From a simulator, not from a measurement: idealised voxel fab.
process module | voxel local oxidation
cross-section cut | 275 nm wide | cells 5 nm
A cross-section is a grid of square cells, given in bands from the top down. A band is one or more rows of cells.
Each band's line starts with the height of the band's top and of its bottom, in nm. Then come its materials from left to right, each with its width in nm. One material with "throughout" fills the band from edge to edge. "air" is empty space.
Height 0 is the level under which the wafer as received is all one material. The lowest band goes on downwards, as in "0 down".
A width such as "30 to 40" changes by the same amount from each row of cells to the next, from the band's top row to its bottom row.
"no change" after a step means that no cell of the cross-section changed.
closed voids: empty space of 8 cells or more with no open way to the top, each as width x height at its distance from the left edge, in nm
after a step's settings: what the simulator itself notes on the step
overlay nm, on a step with a mask: how far to the right of its planned place the mask lay; to the left if negative
plan
1 op RECEIVE | material Si
2 op OXIDIZE | depth nm 5
3 op CONFORMAL_DEP | material SiN | thk nm 15
4 op PATTERN | tone cover | mask id ACTIVE | material resist | width nm 130 | thk nm 15 | overlay nm 0
5 op DIRECTIONAL_ETCH | etch materials SiN | depth nm 15
6 op STRIP | etch materials resist
7 op SELECTIVE_ETCH | etch materials SiO2 | depth nm 5
8 op OXIDIZE | depth nm 15
9 op STRIP | etch materials SiN
as received, after step 1
  0 down: Si throughout
  closed voids: none
first wafer at the end, as planned
  0 to -5: air 75 | SiO2 120 | air 80
  -5 to -20: SiO2 90 | Si 90 | SiO2 95
  -20 down: Si throughout
  closed voids: none
second wafer at the end: like start, like plan, one mistake
  0 to -5: air 80 | SiO2 115 | air 80
  -5 to -20: SiO2 95 | Si 85 | SiO2 95
  -20 down: Si throughout
  closed voids: none
what went wrong: step 4 ran as: op PATTERN | tone cover | mask id ACTIVE | material resist | width nm 125 | thk nm 15 | overlay nm 0
at the end the second wafer has, in cells: 3 fewer of Si | 2 more of SiO2
